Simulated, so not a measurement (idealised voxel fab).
Documented hereafter: the process module known as voxel transistor to metal.
Cross-section cut spans 170 nm and uses square cells 5 nm in size.
Square cells in a grid make up a cross-section in this document, and the grid is given as bands, listed from the top down, each one or more rows of cells. Heights first: top, then bottom, in nm. Then materials, left to right, each with a width in nm. "everywhere" on a single material: fills the band edge to edge. "empty": empty space. Height datum 0, below which the as-received substrate wafer is one material. Lowest band open at the bottom, running downward: "0..down". When a width is written as two numbers, as in "30 to 40", the first number is the width in the top row of cells of the band and the second is the width in its bottom row, and the width changes by the same amount from each row to the next. The cross-section has no changed cell in any step marked "remains unaltered". Empty spaces without an open route to the top, at least 8 cells in extent, make up the entry "Sealed internal cavities"; each is given as width x height at distance, where the distance is measured from the left edge, and all are in nm. What comes after the settings on a step's line is commentary from the simulator itself on that step. overlay nm, on a step with a mask: how far to the right of its planned place the mask lay; to the left if negative.
### Listed below are the process steps as planned
- 1: RECEIVE,material Si
- 2: CONFORMAL_DEP,material SiO2,thk nm 5
- 3: CONFORMAL_DEP,material SiN,thk nm 15
- 4: MASKED_ETCH,tone cover,mask id ACTIVE,width nm 125,etch materials SiN,depth nm 15,overlay nm 0
- 5: MASKED_ETCH,tone cover,mask id ACTIVE,width nm 125,etch materials SiO2,depth nm 5,overlay nm 0
- 6: MASKED_ETCH,tone cover,mask id ACTIVE,width nm 125,etch materials Si,depth nm 35,overlay nm 0
- 7: FILL_DEP,material SiO2,thk nm 10
- 8: CMP,height nm 20
- 9: SELECTIVE_ETCH,etch materials SiO2,depth nm 10
- 10: STRIP,etch materials SiN
- 11: SELECTIVE_ETCH,etch materials SiO2,depth nm 5
- 12: OXIDIZE,depth nm 5
- 13: DIRECTIONAL_DEP,material polySi,thk nm 20
- 14: DIRECTIONAL_DEP,material SiCN,thk nm 10
- 15: PATTERN,tone cover,mask id GATE,material resist,width nm 25,thk nm 20,overlay nm 0
- 16: DIRECTIONAL_ETCH,etch materials SiCN,depth nm 20
- 17: DIRECTIONAL_ETCH,etch materials polySi,depth nm 30
- 18: STRIP,etch materials resist
- 19: CONFORMAL_DEP,material SiO2,thk nm 5
- 20: DIRECTIONAL_ETCH,etch materials SiO2,depth nm 5
- 21: CONFORMAL_DEP,material SiN,thk nm 10
- 22: DIRECTIONAL_ETCH,etch materials SiN,depth nm 10
- 23: DIRECTIONAL_ETCH,etch materials SiO2,depth nm 5
- 24: DIRECTIONAL_ETCH,etch materials Si,depth nm 10
- 25: EPI,material pSi,thk nm 15
- 26: FILL_DEP,material SiO2,thk nm 5
- 27: CMP,height nm 30
- 28: DIRECTIONAL_DEP,material SiO2,thk nm 10
- 29: MASKED_ETCH,tone open,mask id CONTACT,width nm 35,pitch nm 70,etch materials SiO2,depth nm 30,overlay nm 0
- 30: CONFORMAL_DEP,material TiN,thk nm 5
- 31: FILL_DEP,material W,thk nm 5
- 32: CMP,height nm 40
- 33: CONFORMAL_DEP,material SiCN,thk nm 5
- 34: DIRECTIONAL_DEP,material SiO2,thk nm 20
- 35: DIRECTIONAL_DEP,material aC,thk nm 10
- 36: PATTERN,tone open,mask id METAL_1,material resist,width nm 20,pitch nm 85,thk nm 25,overlay nm 0
- 37: DIRECTIONAL_ETCH,etch materials aC,depth nm 10
- 38: STRIP,etch materials resist
- 39: DIRECTIONAL_ETCH,etch materials SiO2,depth nm 20
- 40: DIRECTIONAL_ETCH,etch materials SiCN,depth nm 5
- 41: STRIP,etch materials aC
- 42: CONFORMAL_DEP,material TiN,thk nm 5
- 43: FILL_DEP,material Cu,thk nm 10
- 44: CMP,height nm 65
- 45: CONFORMAL_DEP,material SiCN,thk nm 5
### On the first of the two wafers: run conducted according to plan
### Cross-section: wafer on arrival = after step 1
	0..down  Si everywhere
	Sealed internal cavities: none
### Step 2 done - wafer cross-section
	5..0  SiO2 everywhere
	All layers under 0 are left as they were.
### Step 3 done - wafer cross-section
	20..5  SiN everywhere
	All layers under 5 are left as they were.
### Step 4 done - wafer cross-section
	20..5  empty: 20; SiN: 125; empty: 25
	All layers under 5 are left as they were.
### Step 5 done - wafer cross-section
	20..5  empty: 20; SiN: 125; empty: 25
	5..0  empty: 20; SiO2: 125; empty: 25
	All layers under 0 are left as they were.
### Step 6 done - wafer cross-section
	20..5  empty: 20; SiN: 125; empty: 25
	5..0  empty: 20; SiO2: 125; empty: 25
	0..-35  empty: 20; Si: 125; empty: 25
	All layers under -35 are left as they were.
### Step 7 done - wafer cross-section
	30..20  SiO2 everywhere
	20..5  SiO2: 20; SiN: 125; SiO2: 25
	5..0  SiO2 everywhere
	0..-35  SiO2: 20; Si: 125; SiO2: 25
	All layers under -35 are left as they were.
### Step 8 done - wafer cross-section
	20..5  SiO2: 20; SiN: 125; SiO2: 25
	All layers under 5 are left as they were.
### Step 9 done - wafer cross-section
	20..10  empty: 20; SiN: 125; empty: 25
	All layers under 10 are left as they were.
### Step 10 done - wafer cross-section
	10..5  SiO2: 20; empty: 125; SiO2: 25
	All layers under 5 are left as they were.
### Step 11 done - wafer cross-section
	5..0  SiO2: 15; empty: 135; SiO2: 20
	All layers under 0 are left as they were.
### Step 12 done - wafer cross-section
	5..0  SiO2: 15; empty: 135; SiO2: 20
	0..-5  SiO2 everywhere
	All layers under -5 are left as they were.
### Step 13 done - wafer cross-section
	25..20  polySi: 15; empty: 135; polySi: 20
	20..5  polySi everywhere
	5..0  SiO2: 15; polySi: 135; SiO2: 20
	All layers under 0 are left as they were.
### Step 14 done - wafer cross-section
	35..30  SiCN: 15; empty: 135; SiCN: 20
	30..25  SiCN everywhere
	25..20  polySi: 15; SiCN: 135; polySi: 20
	All layers under 20 are left as they were.
### Step 15 done - wafer cross-section
	55..35  empty: 70; resist: 25; empty: 75
	35..30  SiCN: 15; empty: 55; resist: 25; empty: 55; SiCN: 20
	All layers under 30 are left as they were.
### Step 16 done - wafer cross-section
	55..30  empty: 70; resist: 25; empty: 75
	30..25  empty: 70; SiCN: 25; empty: 75
	25..20  polySi: 15; empty: 55; SiCN: 25; empty: 55; polySi: 20
	All layers under 20 are left as they were.
### Step 17 done - wafer cross-section
	55..30  empty: 70; resist: 25; empty: 75
	30..20  empty: 70; SiCN: 25; empty: 75
	20..5  empty: 70; polySi: 25; empty: 75
	5..0  SiO2: 15; empty: 55; polySi: 25; empty: 55; SiO2: 20
	All layers under 0 are left as they were.
### Step 18 done - wafer cross-section
	30..20  empty: 70; SiCN: 25; empty: 75
	All layers under 20 are left as they were.
### Step 19 done - wafer cross-section
	35..30  empty: 65; SiO2: 35; empty: 70
	30..20  empty: 65; SiO2: 5; SiCN: 25; SiO2: 5; empty: 70
	20..10  empty: 65; SiO2: 5; polySi: 25; SiO2: 5; empty: 70
	10..5  SiO2: 20; empty: 45; SiO2: 5; polySi: 25; SiO2: 5; empty: 45; SiO2: 25
	5..0  SiO2: 70; polySi: 25; SiO2: 75
	All layers under 0 are left as they were.
### Step 20 done - wafer cross-section
	30..20  empty: 65; SiO2: 5; SiCN: 25; SiO2: 5; empty: 70
	20..5  empty: 65; SiO2: 5; polySi: 25; SiO2: 5; empty: 70
	5..0  SiO2: 20; empty: 45; SiO2: 5; polySi: 25; SiO2: 5; empty: 45; SiO2: 25
	All layers under 0 are left as they were.
### Step 21 done - wafer cross-section
	40..30  empty: 55; SiN: 55; empty: 60
	30..20  empty: 55; SiN: 10; SiO2: 5; SiCN: 25; SiO2: 5; SiN: 10; empty: 60
	20..15  empty: 55; SiN: 10; SiO2: 5; polySi: 25; SiO2: 5; SiN: 10; empty: 60
	15..10  SiN: 30; empty: 25; SiN: 10; SiO2: 5; polySi: 25; SiO2: 5; SiN: 10; empty: 25; SiN: 35
	10..5  SiN: 65; SiO2: 5; polySi: 25; SiO2: 5; SiN: 70
	5..0  SiO2: 20; SiN: 45; SiO2: 5; polySi: 25; SiO2: 5; SiN: 45; SiO2: 25
	All layers under 0 are left as they were.
### Step 22 done - wafer cross-section
	30..20  empty: 55; SiN: 10; SiO2: 5; SiCN: 25; SiO2: 5; SiN: 10; empty: 60
	20..5  empty: 55; SiN: 10; SiO2: 5; polySi: 25; SiO2: 5; SiN: 10; empty: 60
	5..0  SiO2: 20; SiN: 10; empty: 25; SiN: 10; SiO2: 5; polySi: 25; SiO2: 5; SiN: 10; empty: 25; SiN: 10; SiO2: 25
	All layers under 0 are left as they were.
### Step 23 done - wafer cross-section
	30..25  empty: 55; SiN: 10; empty: 5; SiCN: 25; empty: 5; SiN: 10; empty: 60
	25..20  empty: 55; SiN: 10; SiO2: 5; SiCN: 25; SiO2: 5; SiN: 10; empty: 60
	20..5  empty: 55; SiN: 10; SiO2: 5; polySi: 25; SiO2: 5; SiN: 10; empty: 60
	5..0  empty: 20; SiN: 10; empty: 25; SiN: 10; SiO2: 5; polySi: 25; SiO2: 5; SiN: 10; empty: 25; SiN: 10; empty: 25
	0..-5  SiO2: 30; empty: 25; SiO2: 55; empty: 25; SiO2: 35
	All layers under -5 are left as they were.
### Step 24 done - wafer cross-section
	30..25  empty: 55; SiN: 10; empty: 5; SiCN: 25; empty: 5; SiN: 10; empty: 60
	25..20  empty: 55; SiN: 10; SiO2: 5; SiCN: 25; SiO2: 5; SiN: 10; empty: 60
	20..5  empty: 55; SiN: 10; SiO2: 5; polySi: 25; SiO2: 5; SiN: 10; empty: 60
	5..0  empty: 20; SiN: 10; empty: 25; SiN: 10; SiO2: 5; polySi: 25; SiO2: 5; SiN: 10; empty: 25; SiN: 10; empty: 25
	0..-5  SiO2: 30; empty: 25; SiO2: 55; empty: 25; SiO2: 35
	-5..-15  SiO2: 20; Si: 10; empty: 25; Si: 55; empty: 25; Si: 10; SiO2: 25
	All layers under -15 are left as they were.
### Step 25 done - wafer cross-section
	30..25  empty: 55; SiN: 10; empty: 5; SiCN: 25; empty: 5; SiN: 10; empty: 60
	25..20  empty: 55; SiN: 10; SiO2: 5; SiCN: 25; SiO2: 5; SiN: 10; empty: 60
	20..10  empty: 55; SiN: 10; SiO2: 5; polySi: 25; SiO2: 5; SiN: 10; empty: 60
	10..5  empty: 25; pSi: 30; SiN: 10; SiO2: 5; polySi: 25; SiO2: 5; SiN: 10; pSi: 30; empty: 30
	5..0  empty: 20; SiN: 10; pSi: 25; SiN: 10; SiO2: 5; polySi: 25; SiO2: 5; SiN: 10; pSi: 25; SiN: 10; empty: 25
	0..-5  SiO2: 30; pSi: 25; SiO2: 55; pSi: 25; SiO2: 35
	-5..-15  SiO2: 20; Si: 10; pSi: 25; Si: 55; pSi: 25; Si: 10; SiO2: 25
	All layers under -15 are left as they were.
### Step 26 done - wafer cross-section
	35..30  SiO2 everywhere
	30..20  SiO2: 55; SiN: 10; SiO2: 5; SiCN: 25; SiO2: 5; SiN: 10; SiO2: 60
	20..10  SiO2: 55; SiN: 10; SiO2: 5; polySi: 25; SiO2: 5; SiN: 10; SiO2: 60
	10..5  SiO2: 25; pSi: 30; SiN: 10; SiO2: 5; polySi: 25; SiO2: 5; SiN: 10; pSi: 30; SiO2: 30
	5..0  SiO2: 20; SiN: 10; pSi: 25; SiN: 10; SiO2: 5; polySi: 25; SiO2: 5; SiN: 10; pSi: 25; SiN: 10; SiO2: 25
	All layers under 0 are left as they were.
### Step 27 done - wafer cross-section
	30..20  SiO2: 55; SiN: 10; SiO2: 5; SiCN: 25; SiO2: 5; SiN: 10; SiO2: 60
	All layers under 20 are left as they were.
### Step 28 done - wafer cross-section
	40..30  SiO2 everywhere
	All layers under 30 are left as they were.
### Step 29 done - wafer cross-section
	40..30  SiO2: 30; empty: 35; SiO2: 35; empty: 35; SiO2: 35
	30..20  SiO2: 30; empty: 25; SiN: 10; SiO2: 5; SiCN: 25; SiO2: 5; SiN: 10; empty: 25; SiO2: 35
	20..10  SiO2: 30; empty: 25; SiN: 10; SiO2: 5; polySi: 25; SiO2: 5; SiN: 10; empty: 25; SiO2: 35
	All layers under 10 are left as they were.
### Step 30 done - wafer cross-section
	45..40  TiN: 35; empty: 25; TiN: 45; empty: 25; TiN: 40
	40..30  SiO2: 30; TiN: 5; empty: 25 to 15; TiN: 5 to 15; SiO2: 35; TiN: 5 to 15; empty: 25 to 15; TiN: 5; SiO2: 35
	30..20  SiO2: 30; TiN: 5; empty: 15; TiN: 5; SiN: 10; SiO2: 5; SiCN: 25; SiO2: 5; SiN: 10; TiN: 5; empty: 15; TiN: 5; SiO2: 35
	20..15  SiO2: 30; TiN: 5; empty: 15; TiN: 5; SiN: 10; SiO2: 5; polySi: 25; SiO2: 5; SiN: 10; TiN: 5; empty: 15; TiN: 5; SiO2: 35
	15..10  SiO2: 30; TiN: 25; SiN: 10; SiO2: 5; polySi: 25; SiO2: 5; SiN: 10; TiN: 25; SiO2: 35
	All layers under 10 are left as they were.
### Step 31 done - wafer cross-section
	50..45  W everywhere
	45..40  TiN: 35; W: 25; TiN: 45; W: 25; TiN: 40
	40..30  SiO2: 30; TiN: 5; W: 25 to 15; TiN: 5 to 15; SiO2: 35; TiN: 5 to 15; W: 25 to 15; TiN: 5; SiO2: 35
	30..20  SiO2: 30; TiN: 5; W: 15; TiN: 5; SiN: 10; SiO2: 5; SiCN: 25; SiO2: 5; SiN: 10; TiN: 5; W: 15; TiN: 5; SiO2: 35
	20..15  SiO2: 30; TiN: 5; W: 15; TiN: 5; SiN: 10; SiO2: 5; polySi: 25; SiO2: 5; SiN: 10; TiN: 5; W: 15; TiN: 5; SiO2: 35
	All layers under 15 are left as they were.
### Step 32 done - wafer cross-section
	40..30  SiO2: 30; TiN: 5; W: 25 to 15; TiN: 5 to 15; SiO2: 35; TiN: 5 to 15; W: 25 to 15; TiN: 5; SiO2: 35
	All layers under 30 are left as they were.
### Step 33 done - wafer cross-section
	45..40  SiCN everywhere
	All layers under 40 are left as they were.
### Step 34 done - wafer cross-section
	65..45  SiO2 everywhere
	All layers under 45 are left as they were.
### Step 35 done - wafer cross-section
	75..65  aC everywhere
	All layers under 65 are left as they were.
### Step 36 done - wafer cross-section
	100..75  resist: 30; empty: 20; resist: 65; empty: 20; resist: 35
	All layers under 75 are left as they were.
### Step 37 done - wafer cross-section
	90..75  resist: 30; empty: 20; resist: 65; empty: 20; resist: 35
	75..65  aC: 30; empty: 20; aC: 65; empty: 20; aC: 35
	All layers under 65 are left as they were.
### Step 38 done - wafer cross-section
	75..65  aC: 30; empty: 20; aC: 65; empty: 20; aC: 35
	All layers under 65 are left as they were.
### Step 39 done - wafer cross-section
	75..65  aC: 30; empty: 20; aC: 65; empty: 20; aC: 35
	65..45  SiO2: 30; empty: 20; SiO2: 65; empty: 20; SiO2: 35
	All layers under 45 are left as they were.
### Step 40 done - wafer cross-section
	75..65  aC: 30; empty: 20; aC: 65; empty: 20; aC: 35
	65..45  SiO2: 30; empty: 20; SiO2: 65; empty: 20; SiO2: 35
	45..40  SiCN: 30; empty: 20; SiCN: 65; empty: 20; SiCN: 35
	All layers under 40 are left as they were.
### Step 41 done - wafer cross-section
	65..45  SiO2: 30; empty: 20; SiO2: 65; empty: 20; SiO2: 35
	All layers under 45 are left as they were.
### Step 42 done - wafer cross-section
	70..65  TiN: 35; empty: 10; TiN: 75; empty: 10; TiN: 40
	65..45  SiO2: 30; TiN: 5; empty: 10; TiN: 5; SiO2: 65; TiN: 5; empty: 10; TiN: 5; SiO2: 35
	45..40  SiCN: 30; TiN: 20; SiCN: 65; TiN: 20; SiCN: 35
	All layers under 40 are left as they were.
### Step 43 done - wafer cross-section
	80..70  Cu everywhere
	70..65  TiN: 35; Cu: 10; TiN: 75; Cu: 10; TiN: 40
	65..45  SiO2: 30; TiN: 5; Cu: 10; TiN: 5; SiO2: 65; TiN: 5; Cu: 10; TiN: 5; SiO2: 35
	All layers under 45 are left as they were.
### Step 44 done - wafer cross-section
	65..45  SiO2: 30; TiN: 5; Cu: 10; TiN: 5; SiO2: 65; TiN: 5; Cu: 10; TiN: 5; SiO2: 35
	All layers under 45 are left as they were.
### Step 45 done - wafer cross-section
	70..65  SiCN everywhere
	All layers under 65 are left as they were.
### Now the other wafer: same start, same recipe, but we messed up one thing when running it. Up to and including step 5 it's the same as the first one
### Second wafer, sectioned view, at step 6's planned end time
	20..5  empty: 20; SiN: 125; empty: 25
	5..0  empty: 20; SiO2: 125; empty: 25
	0..-70  empty: 20; Si: 125; empty: 25
	All layers under -70 are left as they were.
### Second wafer, sectioned view, at step 7's planned end time
	30..20  SiO2 everywhere
	20..5  SiO2: 20; SiN: 125; SiO2: 25
	5..0  SiO2 everywhere
	0..-70  SiO2: 20; Si: 125; SiO2: 25
	All layers under -70 are left as they were.
### Second wafer, sectioned view, at step 8's planned end time
	20..5  SiO2: 20; SiN: 125; SiO2: 25
	All layers under 5 are left as they were.
### Second wafer, sectioned view, at step 9's planned end time
	20..10  empty: 20; SiN: 125; empty: 25
	All layers under 10 are left as they were.
### Second wafer, sectioned view, at step 10's planned end time
	10..5  SiO2: 20; empty: 125; SiO2: 25
	All layers under 5 are left as they were.
### Second wafer, sectioned view, at step 11's planned end time
	5..0  SiO2: 15; empty: 135; SiO2: 20
	All layers under 0 are left as they were.
### Second wafer, sectioned view, at step 12's planned end time
	5..0  SiO2: 15; empty: 135; SiO2: 20
	0..-5  SiO2 everywhere
	All layers under -5 are left as they were.
### Second wafer, sectioned view, at step 13's planned end time
	25..20  polySi: 15; empty: 135; polySi: 20
	20..5  polySi everywhere
	5..0  SiO2: 15; polySi: 135; SiO2: 20
	All layers under 0 are left as they were.
### Second wafer, sectioned view, at step 14's planned end time
	35..30  SiCN: 15; empty: 135; SiCN: 20
	30..25  SiCN everywhere
	25..20  polySi: 15; SiCN: 135; polySi: 20
	All layers under 20 are left as they were.
### Second wafer, sectioned view, at step 15's planned end time
	55..35  empty: 70; resist: 25; empty: 75
	35..30  SiCN: 15; empty: 55; resist: 25; empty: 55; SiCN: 20
	All layers under 30 are left as they were.
### Second wafer, sectioned view, at step 16's planned end time
	55..30  empty: 70; resist: 25; empty: 75
	30..25  empty: 70; SiCN: 25; empty: 75
	25..20  polySi: 15; empty: 55; SiCN: 25; empty: 55; polySi: 20
	All layers under 20 are left as they were.
### Second wafer, sectioned view, at step 17's planned end time
	55..30  empty: 70; resist: 25; empty: 75
	30..20  empty: 70; SiCN: 25; empty: 75
	20..5  empty: 70; polySi: 25; empty: 75
	5..0  SiO2: 15; empty: 55; polySi: 25; empty: 55; SiO2: 20
	All layers under 0 are left as they were.
### Second wafer, sectioned view, at step 18's planned end time
	30..20  empty: 70; SiCN: 25; empty: 75
	All layers under 20 are left as they were.
### Second wafer, sectioned view, at step 19's planned end time
	35..30  empty: 65; SiO2: 35; empty: 70
	30..20  empty: 65; SiO2: 5; SiCN: 25; SiO2: 5; empty: 70
	20..10  empty: 65; SiO2: 5; polySi: 25; SiO2: 5; empty: 70
	10..5  SiO2: 20; empty: 45; SiO2: 5; polySi: 25; SiO2: 5; empty: 45; SiO2: 25
	5..0  SiO2: 70; polySi: 25; SiO2: 75
	All layers under 0 are left as they were.
### Second wafer, sectioned view, at step 20's planned end time
	30..20  empty: 65; SiO2: 5; SiCN: 25; SiO2: 5; empty: 70
	20..5  empty: 65; SiO2: 5; polySi: 25; SiO2: 5; empty: 70
	5..0  SiO2: 20; empty: 45; SiO2: 5; polySi: 25; SiO2: 5; empty: 45; SiO2: 25
	All layers under 0 are left as they were.
### Second wafer, sectioned view, at step 21's planned end time
	40..30  empty: 55; SiN: 55; empty: 60
	30..20  empty: 55; SiN: 10; SiO2: 5; SiCN: 25; SiO2: 5; SiN: 10; empty: 60
	20..15  empty: 55; SiN: 10; SiO2: 5; polySi: 25; SiO2: 5; SiN: 10; empty: 60
	15..10  SiN: 30; empty: 25; SiN: 10; SiO2: 5; polySi: 25; SiO2: 5; SiN: 10; empty: 25; SiN: 35
	10..5  SiN: 65; SiO2: 5; polySi: 25; SiO2: 5; SiN: 70
	5..0  SiO2: 20; SiN: 45; SiO2: 5; polySi: 25; SiO2: 5; SiN: 45; SiO2: 25
	All layers under 0 are left as they were.
### Second wafer, sectioned view, at step 22's planned end time
	30..20  empty: 55; SiN: 10; SiO2: 5; SiCN: 25; SiO2: 5; SiN: 10; empty: 60
	20..5  empty: 55; SiN: 10; SiO2: 5; polySi: 25; SiO2: 5; SiN: 10; empty: 60
	5..0  SiO2: 20; SiN: 10; empty: 25; SiN: 10; SiO2: 5; polySi: 25; SiO2: 5; SiN: 10; empty: 25; SiN: 10; SiO2: 25
	All layers under 0 are left as they were.
### Second wafer, sectioned view, at step 23's planned end time
	30..25  empty: 55; SiN: 10; empty: 5; SiCN: 25; empty: 5; SiN: 10; empty: 60
	25..20  empty: 55; SiN: 10; SiO2: 5; SiCN: 25; SiO2: 5; SiN: 10; empty: 60
	20..5  empty: 55; SiN: 10; SiO2: 5; polySi: 25; SiO2: 5; SiN: 10; empty: 60
	5..0  empty: 20; SiN: 10; empty: 25; SiN: 10; SiO2: 5; polySi: 25; SiO2: 5; SiN: 10; empty: 25; SiN: 10; empty: 25
	0..-5  SiO2: 30; empty: 25; SiO2: 55; empty: 25; SiO2: 35
	All layers under -5 are left as they were.
### Second wafer, sectioned view, at step 24's planned end time
	30..25  empty: 55; SiN: 10; empty: 5; SiCN: 25; empty: 5; SiN: 10; empty: 60
	25..20  empty: 55; SiN: 10; SiO2: 5; SiCN: 25; SiO2: 5; SiN: 10; empty: 60
	20..5  empty: 55; SiN: 10; SiO2: 5; polySi: 25; SiO2: 5; SiN: 10; empty: 60
	5..0  empty: 20; SiN: 10; empty: 25; SiN: 10; SiO2: 5; polySi: 25; SiO2: 5; SiN: 10; empty: 25; SiN: 10; empty: 25
	0..-5  SiO2: 30; empty: 25; SiO2: 55; empty: 25; SiO2: 35
	-5..-15  SiO2: 20; Si: 10; empty: 25; Si: 55; empty: 25; Si: 10; SiO2: 25
	All layers under -15 are left as they were.
### Second wafer, sectioned view, at step 25's planned end time
	30..25  empty: 55; SiN: 10; empty: 5; SiCN: 25; empty: 5; SiN: 10; empty: 60
	25..20  empty: 55; SiN: 10; SiO2: 5; SiCN: 25; SiO2: 5; SiN: 10; empty: 60
	20..10  empty: 55; SiN: 10; SiO2: 5; polySi: 25; SiO2: 5; SiN: 10; empty: 60
	10..5  empty: 25; pSi: 30; SiN: 10; SiO2: 5; polySi: 25; SiO2: 5; SiN: 10; pSi: 30; empty: 30
	5..0  empty: 20; SiN: 10; pSi: 25; SiN: 10; SiO2: 5; polySi: 25; SiO2: 5; SiN: 10; pSi: 25; SiN: 10; empty: 25
	0..-5  SiO2: 30; pSi: 25; SiO2: 55; pSi: 25; SiO2: 35
	-5..-15  SiO2: 20; Si: 10; pSi: 25; Si: 55; pSi: 25; Si: 10; SiO2: 25
	All layers under -15 are left as they were.
### Second wafer, sectioned view, at step 26's planned end time
	35..30  SiO2 everywhere
	30..20  SiO2: 55; SiN: 10; SiO2: 5; SiCN: 25; SiO2: 5; SiN: 10; SiO2: 60
	20..10  SiO2: 55; SiN: 10; SiO2: 5; polySi: 25; SiO2: 5; SiN: 10; SiO2: 60
	10..5  SiO2: 25; pSi: 30; SiN: 10; SiO2: 5; polySi: 25; SiO2: 5; SiN: 10; pSi: 30; SiO2: 30
	5..0  SiO2: 20; SiN: 10; pSi: 25; SiN: 10; SiO2: 5; polySi: 25; SiO2: 5; SiN: 10; pSi: 25; SiN: 10; SiO2: 25
	All layers under 0 are left as they were.
### Second wafer, sectioned view, at step 27's planned end time
	30..20  SiO2: 55; SiN: 10; SiO2: 5; SiCN: 25; SiO2: 5; SiN: 10; SiO2: 60
	All layers under 20 are left as they were.
### Second wafer, sectioned view, at step 28's planned end time
	40..30  SiO2 everywhere
	All layers under 30 are left as they were.
### Second wafer, sectioned view, at step 29's planned end time
	40..30  SiO2: 30; empty: 35; SiO2: 35; empty: 35; SiO2: 35
	30..20  SiO2: 30; empty: 25; SiN: 10; SiO2: 5; SiCN: 25; SiO2: 5; SiN: 10; empty: 25; SiO2: 35
	20..10  SiO2: 30; empty: 25; SiN: 10; SiO2: 5; polySi: 25; SiO2: 5; SiN: 10; empty: 25; SiO2: 35
	All layers under 10 are left as they were.
### Second wafer, sectioned view, at step 30's planned end time
	45..40  TiN: 35; empty: 25; TiN: 45; empty: 25; TiN: 40
	40..30  SiO2: 30; TiN: 5; empty: 25 to 15; TiN: 5 to 15; SiO2: 35; TiN: 5 to 15; empty: 25 to 15; TiN: 5; SiO2: 35
	30..20  SiO2: 30; TiN: 5; empty: 15; TiN: 5; SiN: 10; SiO2: 5; SiCN: 25; SiO2: 5; SiN: 10; TiN: 5; empty: 15; TiN: 5; SiO2: 35
	20..15  SiO2: 30; TiN: 5; empty: 15; TiN: 5; SiN: 10; SiO2: 5; polySi: 25; SiO2: 5; SiN: 10; TiN: 5; empty: 15; TiN: 5; SiO2: 35
	15..10  SiO2: 30; TiN: 25; SiN: 10; SiO2: 5; polySi: 25; SiO2: 5; SiN: 10; TiN: 25; SiO2: 35
	All layers under 10 are left as they were.
### Second wafer, sectioned view, at step 31's planned end time
	50..45  W everywhere
	45..40  TiN: 35; W: 25; TiN: 45; W: 25; TiN: 40
	40..30  SiO2: 30; TiN: 5; W: 25 to 15; TiN: 5 to 15; SiO2: 35; TiN: 5 to 15; W: 25 to 15; TiN: 5; SiO2: 35
	30..20  SiO2: 30; TiN: 5; W: 15; TiN: 5; SiN: 10; SiO2: 5; SiCN: 25; SiO2: 5; SiN: 10; TiN: 5; W: 15; TiN: 5; SiO2: 35
	20..15  SiO2: 30; TiN: 5; W: 15; TiN: 5; SiN: 10; SiO2: 5; polySi: 25; SiO2: 5; SiN: 10; TiN: 5; W: 15; TiN: 5; SiO2: 35
	All layers under 15 are left as they were.
### Second wafer, sectioned view, at step 32's planned end time
	40..30  SiO2: 30; TiN: 5; W: 25 to 15; TiN: 5 to 15; SiO2: 35; TiN: 5 to 15; W: 25 to 15; TiN: 5; SiO2: 35
	All layers under 30 are left as they were.
### Second wafer, sectioned view, at step 33's planned end time
	45..40  SiCN everywhere
	All layers under 40 are left as they were.
### Second wafer, sectioned view, at step 34's planned end time
	65..45  SiO2 everywhere
	All layers under 45 are left as they were.
### Second wafer, sectioned view, at step 35's planned end time
	75..65  aC everywhere
	All layers under 65 are left as they were.
### Second wafer, sectioned view, at step 36's planned end time
	100..75  resist: 30; empty: 20; resist: 65; empty: 20; resist: 35
	All layers under 75 are left as they were.
### Second wafer, sectioned view, at step 37's planned end time
	90..75  resist: 30; empty: 20; resist: 65; empty: 20; resist: 35
	75..65  aC: 30; empty: 20; aC: 65; empty: 20; aC: 35
	All layers under 65 are left as they were.
### Second wafer, sectioned view, at step 38's planned end time
	75..65  aC: 30; empty: 20; aC: 65; empty: 20; aC: 35
	All layers under 65 are left as they were.
### Second wafer, sectioned view, at step 39's planned end time
	75..65  aC: 30; empty: 20; aC: 65; empty: 20; aC: 35
	65..45  SiO2: 30; empty: 20; SiO2: 65; empty: 20; SiO2: 35
	All layers under 45 are left as they were.
### Second wafer, sectioned view, at step 40's planned end time
	75..65  aC: 30; empty: 20; aC: 65; empty: 20; aC: 35
	65..45  SiO2: 30; empty: 20; SiO2: 65; empty: 20; SiO2: 35
	45..40  SiCN: 30; empty: 20; SiCN: 65; empty: 20; SiCN: 35
	All layers under 40 are left as they were.
### Second wafer, sectioned view, at step 41's planned end time
	65..45  SiO2: 30; empty: 20; SiO2: 65; empty: 20; SiO2: 35
	All layers under 45 are left as they were.
### Second wafer, sectioned view, at step 42's planned end time
	70..65  TiN: 35; empty: 10; TiN: 75; empty: 10; TiN: 40
	65..45  SiO2: 30; TiN: 5; empty: 10; TiN: 5; SiO2: 65; TiN: 5; empty: 10; TiN: 5; SiO2: 35
	45..40  SiCN: 30; TiN: 20; SiCN: 65; TiN: 20; SiCN: 35
	All layers under 40 are left as they were.
### Second wafer, sectioned view, at step 43's planned end time
	80..70  Cu everywhere
	70..65  TiN: 35; Cu: 10; TiN: 75; Cu: 10; TiN: 40
	65..45  SiO2: 30; TiN: 5; Cu: 10; TiN: 5; SiO2: 65; TiN: 5; Cu: 10; TiN: 5; SiO2: 35
	All layers under 45 are left as they were.
### Second wafer, sectioned view, at step 44's planned end time
	65..45  SiO2: 30; TiN: 5; Cu: 10; TiN: 5; SiO2: 65; TiN: 5; Cu: 10; TiN: 5; SiO2: 35
	All layers under 45 are left as they were.
### Second wafer, sectioned view, at step 45's planned end time
	70..65  SiCN everywhere
	All layers under 65 are left as they were.
Diagnosis: twice over, step 6 of the plan was run
Bottom line after processing is that, in cells, the second wafer is up or down on some materials versus the first: -63 Si; +63 SiO2
